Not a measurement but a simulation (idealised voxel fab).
Process module, titled voxel spacer lines
Xsec cut, 295 nm wide, square cell size 5 nm.
Cross-section = grid of square cells, listed top down in bands; band = one or more rows.
Within each band entry, the heights of the top and of the bottom of the band appear first, in that order and in nm; the materials of the band then follow from left to right, each with its corresponding width in nm. The designation "all across" on a single material indicates that it fills the band from edge to edge; the designation "air" indicates empty space.
Heights are reckoned from 0. Under this level, the received wafer is all of one material. The bottommost band is open-ended downward, for example "0 nm and below".
Width: "30..40" (first number = top row, second number = bottom row, same change from row to row of cells).
"nothing changed", as given for a step, is the statement that not any cell of the cross-section underwent a change during that step.
"Closed empty spaces" contains a list of empty spaces, each no smaller than 8 cells and without an open way to the top, written in the form width x height at distance with the distance from the left edge and all three in nm.
Read whatever lies past the settings on a step's line as the simulator's own remark about the step.
overlay nm, on a step with a mask: how far to the right of its planned place the mask lay; to the left if negative
**Steps planned for the process**
1,RECEIVE (material Si)
2,CONFORMAL_DEP (material Al2O3; thk nm 5)
3,DIRECTIONAL_DEP (material polySi; thk nm 10)
4,DIRECTIONAL_DEP (material aC; thk nm 25)
5,PATTERN (tone cover; mask id MANDREL; material resist; width nm 20; pitch nm 60; thk nm 35; overlay nm 0)
6,DIRECTIONAL_ETCH (etch materials aC; depth nm 25)
7,STRIP (etch materials resist)
8,CONFORMAL_DEP (material SiO2; thk nm 10)
9,DIRECTIONAL_ETCH (etch materials SiO2; depth nm 10)
10,STRIP (etch materials aC)
11,DIRECTIONAL_ETCH (etch materials polySi; depth nm 10)
12,STRIP (etch materials SiO2)
13,FILL_DEP (material lowk; thk nm 5)
14,CMP (height nm 15)
**First of the two wafers, run per plan**
**Shown in cross-section is the wafer as received, that is, as it stands after step 1**
  0 nm and below: Si all across
  Closed empty spaces: none
**Upon completion of step 2, the wafer appears in cross-section as shown**
  5 nm to 0 nm: Al2O3 all across
  below 0: unchanged
**Upon completion of step 3, the wafer appears in cross-section as shown**
  15 nm to 5 nm: polySi all across
  below 5: unchanged
**Upon completion of step 4, the wafer appears in cross-section as shown**
  40 nm to 15 nm: aC all across
  below 15: unchanged
**Upon completion of step 5, the wafer appears in cross-section as shown**
  75 nm to 40 nm: air: 75 / resist: 20 / air: 40 / resist: 20 / air: 40 / resist: 20 / air: 80
  below 40: unchanged
**Upon completion of step 6, the wafer appears in cross-section as shown**
  50 nm to 40 nm: air: 75 / resist: 20 / air: 40 / resist: 20 / air: 40 / resist: 20 / air: 80
  40 nm to 15 nm: air: 75 / aC: 20 / air: 40 / aC: 20 / air: 40 / aC: 20 / air: 80
  below 15: unchanged
**Upon completion of step 7, the wafer appears in cross-section as shown**
  40 nm to 15 nm: air: 75 / aC: 20 / air: 40 / aC: 20 / air: 40 / aC: 20 / air: 80
  below 15: unchanged
**Upon completion of step 8, the wafer appears in cross-section as shown**
  50 nm to 40 nm: air: 65 / SiO2: 40 / air: 20 / SiO2: 40 / air: 20 / SiO2: 40 / air: 70
  40 nm to 25 nm: air: 65 / SiO2: 10 / aC: 20 / SiO2: 10 / air: 20 / SiO2: 10 / aC: 20 / SiO2: 10 / air: 20 / SiO2: 10 / aC: 20 / SiO2: 10 / air: 70
  25 nm to 15 nm: SiO2: 75 / aC: 20 / SiO2: 40 / aC: 20 / SiO2: 40 / aC: 20 / SiO2: 80
  below 15: unchanged
**Upon completion of step 9, the wafer appears in cross-section as shown**
  40 nm to 15 nm: air: 65 / SiO2: 10 / aC: 20 / SiO2: 10 / air: 20 / SiO2: 10 / aC: 20 / SiO2: 10 / air: 20 / SiO2: 10 / aC: 20 / SiO2: 10 / air: 70
  below 15: unchanged
**Upon completion of step 10, the wafer appears in cross-section as shown**
  40 nm to 15 nm: air: 65 / SiO2: 10 / air: 20 / SiO2: 10 / air: 20 / SiO2: 10 / air: 20 / SiO2: 10 / air: 20 / SiO2: 10 / air: 20 / SiO2: 10 / air: 70
  below 15: unchanged
**Upon completion of step 11, the wafer appears in cross-section as shown**
  40 nm to 15 nm: air: 65 / SiO2: 10 / air: 20 / SiO2: 10 / air: 20 / SiO2: 10 / air: 20 / SiO2: 10 / air: 20 / SiO2: 10 / air: 20 / SiO2: 10 / air: 70
  15 nm to 5 nm: air: 65 / polySi: 10 / air: 20 / polySi: 10 / air: 20 / polySi: 10 / air: 20 / polySi: 10 / air: 20 / polySi: 10 / air: 20 / polySi: 10 / air: 70
  below 5: unchanged
**Upon completion of step 12, the wafer appears in cross-section as shown**
  15 nm to 5 nm: air: 65 / polySi: 10 / air: 20 / polySi: 10 / air: 20 / polySi: 10 / air: 20 / polySi: 10 / air: 20 / polySi: 10 / air: 20 / polySi: 10 / air: 70
  below 5: unchanged
**Upon completion of step 13, the wafer appears in cross-section as shown**
  20 nm to 15 nm: lowk all across
  15 nm to 5 nm: lowk: 65 / polySi: 10 / lowk: 20 / polySi: 10 / lowk: 20 / polySi: 10 / lowk: 20 / polySi: 10 / lowk: 20 / polySi: 10 / lowk: 20 / polySi: 10 / lowk: 70
  below 5: unchanged
**Upon completion of step 14, the wafer appears in cross-section as shown**
  15 nm to 5 nm: lowk: 65 / polySi: 10 / lowk: 20 / polySi: 10 / lowk: 20 / polySi: 10 / lowk: 20 / polySi: 10 / lowk: 20 / polySi: 10 / lowk: 20 / polySi: 10 / lowk: 70
  below 5: unchanged
**The second wafer was prepared from the same starting point and under the same plan as the first; its processing contained one mistake, and it remains indistinguishable from the first wafer up to and including step 1**
At the planned end of step 2, the second wafer in cross-section: nothing changed
**At the planned end of step 3, the second wafer in cross-section**
  10 nm to 0 nm: polySi all across
  below 0: unchanged
**At the planned end of step 4, the second wafer in cross-section**
  35 nm to 10 nm: aC all across
  below 10: unchanged
**At the planned end of step 5, the second wafer in cross-section**
  70 nm to 35 nm: air: 75 / resist: 20 / air: 40 / resist: 20 / air: 40 / resist: 20 / air: 80
  below 35: unchanged
**At the planned end of step 6, the second wafer in cross-section**
  45 nm to 35 nm: air: 75 / resist: 20 / air: 40 / resist: 20 / air: 40 / resist: 20 / air: 80
  35 nm to 10 nm: air: 75 / aC: 20 / air: 40 / aC: 20 / air: 40 / aC: 20 / air: 80
  below 10: unchanged
**At the planned end of step 7, the second wafer in cross-section**
  35 nm to 10 nm: air: 75 / aC: 20 / air: 40 / aC: 20 / air: 40 / aC: 20 / air: 80
  below 10: unchanged
**At the planned end of step 8, the second wafer in cross-section**
  45 nm to 35 nm: air: 65 / SiO2: 40 / air: 20 / SiO2: 40 / air: 20 / SiO2: 40 / air: 70
  35 nm to 20 nm: air: 65 / SiO2: 10 / aC: 20 / SiO2: 10 / air: 20 / SiO2: 10 / aC: 20 / SiO2: 10 / air: 20 / SiO2: 10 / aC: 20 / SiO2: 10 / air: 70
  20 nm to 10 nm: SiO2: 75 / aC: 20 / SiO2: 40 / aC: 20 / SiO2: 40 / aC: 20 / SiO2: 80
  below 10: unchanged
**At the planned end of step 9, the second wafer in cross-section**
  35 nm to 10 nm: air: 65 / SiO2: 10 / aC: 20 / SiO2: 10 / air: 20 / SiO2: 10 / aC: 20 / SiO2: 10 / air: 20 / SiO2: 10 / aC: 20 / SiO2: 10 / air: 70
  below 10: unchanged
**At the planned end of step 10, the second wafer in cross-section**
  35 nm to 10 nm: air: 65 / SiO2: 10 / air: 20 / SiO2: 10 / air: 20 / SiO2: 10 / air: 20 / SiO2: 10 / air: 20 / SiO2: 10 / air: 20 / SiO2: 10 / air: 70
  below 10: unchanged
**At the planned end of step 11, the second wafer in cross-section**
  35 nm to 10 nm: air: 65 / SiO2: 10 / air: 20 / SiO2: 10 / air: 20 / SiO2: 10 / air: 20 / SiO2: 10 / air: 20 / SiO2: 10 / air: 20 / SiO2: 10 / air: 70
  10 nm to 0 nm: air: 65 / polySi: 10 / air: 20 / polySi: 10 / air: 20 / polySi: 10 / air: 20 / polySi: 10 / air: 20 / polySi: 10 / air: 20 / polySi: 10 / air: 70
  below 0: unchanged
**At the planned end of step 12, the second wafer in cross-section**
  10 nm to 0 nm: air: 65 / polySi: 10 / air: 20 / polySi: 10 / air: 20 / polySi: 10 / air: 20 / polySi: 10 / air: 20 / polySi: 10 / air: 20 / polySi: 10 / air: 70
  below 0: unchanged
**At the planned end of step 13, the second wafer in cross-section**
  15 nm to 10 nm: lowk all across
  10 nm to 0 nm: lowk: 65 / polySi: 10 / lowk: 20 / polySi: 10 / lowk: 20 / polySi: 10 / lowk: 20 / polySi: 10 / lowk: 20 / polySi: 10 / lowk: 20 / polySi: 10 / lowk: 70
  below 0: unchanged
At the planned end of step 14, the second wafer in cross-section: nothing changed
Short version of what went wrong: yeah, step 2 of the plan got skipped, never ran
Once processing is complete, comparing cell counts shows that the second wafer has more or fewer of certain materials than the first: -59 Al2O3; +59 lowk
